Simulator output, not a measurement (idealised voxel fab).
process module | voxel double patterning
cross-section cut | 240 nm wide | cells 5 nm
A cross-section is a grid of square cells, given in bands from the top down. A band is one or more rows of cells.
Each band's line starts with the height of the band's top and of its bottom, in nm. Then come its materials from left to right, each with its width in nm. One material with "throughout" fills the band from edge to edge. "air" is empty space.
Height 0 is the level under which the wafer as received is all one material. The lowest band goes on downwards, as in "0 down".
A width such as "30 to 40" changes by the same amount from each row of cells to the next, from the band's top row to its bottom row.
"no change" after a step means that no cell of the cross-section changed.
closed voids: empty space of 8 cells or more with no open way to the top, each as width x height at its distance from the left edge, in nm
after a step's settings: what the simulator itself notes on the step
overlay nm, on a step with a mask: how far to the right of its planned place the mask lay; to the left if negative
plan
1 op RECEIVE | material Si
2 op CONFORMAL_DEP | material SiO2 | thk nm 5
3 op DIRECTIONAL_DEP | material polySi | thk nm 15
4 op DIRECTIONAL_DEP | material SiCN | thk nm 5
5 op MASKED_ETCH | tone open | mask id FIRST | width nm 15 | pitch nm 50 | etch materials SiCN | depth nm 5 | overlay nm 0
6 op DIRECTIONAL_DEP | material aC | thk nm 10
7 op PATTERN | tone open | mask id SECOND | material resist | width nm 15 | pitch nm 50 | thk nm 25 | overlay nm 0
8 op DIRECTIONAL_ETCH | etch materials aC | depth nm 10
9 op STRIP | etch materials resist
10 op DIRECTIONAL_ETCH | etch materials SiCN | depth nm 5
11 op STRIP | etch materials aC
12 op DIRECTIONAL_ETCH | etch materials polySi | depth nm 15
13 op STRIP | etch materials SiCN
as received, after step 1
  0 down: Si throughout
  closed voids: none
a wafer at the end: this start, this plan, one mistake
  15 to 0: polySi 60 | air 15 | polySi 10 | air 15 | polySi 10 | air 15 | polySi 10 | air 15 | polySi 10 | air 15 | polySi 65
  0 down: Si throughout
  closed voids: none
what went wrong: step 2 was left out
